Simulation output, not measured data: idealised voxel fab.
process module | voxel gate over fins
cross-section cut | 290 nm wide | cells 5 nm
A cross-section is a grid of square cells, given in bands from the top down. A band is one or more rows of cells.
Each band's line starts with the height of the band's top and of its bottom, in nm. Then come its materials from left to right, each with its width in nm. One material with "throughout" fills the band from edge to edge. "air" is empty space.
Height 0 is the level under which the wafer as received is all one material. The lowest band goes on downwards, as in "0 down".
A width such as "30 to 40" changes by the same amount from each row of cells to the next, from the band's top row to its bottom row.
"no change" after a step means that no cell of the cross-section changed.
closed voids: empty space of 8 cells or more with no open way to the top, each as width x height at its distance from the left edge, in nm
after a step's settings: what the simulator itself notes on the step
overlay nm, on a step with a mask: how far to the right of its planned place the mask lay; to the left if negative
plan
1 op RECEIVE | material Si
2 op CONFORMAL_DEP | material SiN | thk nm 5
3 op MASKED_ETCH | tone cover | mask id FINS | width nm 15 | pitch nm 40 | etch materials SiN | depth nm 5 | overlay nm 0
4 op MASKED_ETCH | tone cover | mask id FINS | width nm 15 | pitch nm 40 | etch materials Si | depth nm 30 | overlay nm 0
5 op FILL_DEP | material SiO2 | thk nm 10
6 op CMP | height nm 5
7 op SELECTIVE_ETCH | etch materials SiO2 | depth nm 15
8 op STRIP | etch materials SiN
9 op CONFORMAL_DEP | material HfO2 | thk nm 5
10 op CONFORMAL_DEP | material TiN | thk nm 5
11 op CONFORMAL_DEP | material TiAl | thk nm 5
12 op CONFORMAL_DEP | material TiN | thk nm 5
13 op FILL_DEP | material W | thk nm 10
14 op CMP | height nm 25
15 op CONFORMAL_DEP | material SiCN | thk nm 10
as received, after step 1
  0 down: Si throughout
  closed voids: none
a wafer at the end: this start, this plan, one mistake
  35 to 25: SiCN throughout
  25 to 20: W 85 | TiN 5 | TiAl 105 | TiN 5 | W 90
  20 to 15: TiN 90 | TiAl 105 | TiN 95
  15 to 10: TiAl throughout
  10 to 5: TiAl 105 | TiN 35 | TiAl 5 | TiN 35 | TiAl 110
  5 to 0: TiAl 105 | TiN 5 | HfO2 25 | TiN 5 | TiAl 5 | TiN 5 | HfO2 25 | TiN 5 | TiAl 110
  0 to -5: TiN 110 | HfO2 5 | Si 15 | HfO2 5 | TiN 15 | HfO2 5 | Si 15 | HfO2 5 | TiN 115
  -5 to -10: HfO2 115 | Si 15 | HfO2 25 | Si 15 | HfO2 120
  -10 to -30: SiO2 115 | Si 15 | SiO2 25 | Si 15 | SiO2 120
  -30 down: Si throughout
  closed voids: none
what went wrong: step 11 ran as: op CONFORMAL_DEP | material TiAl | thk nm 15
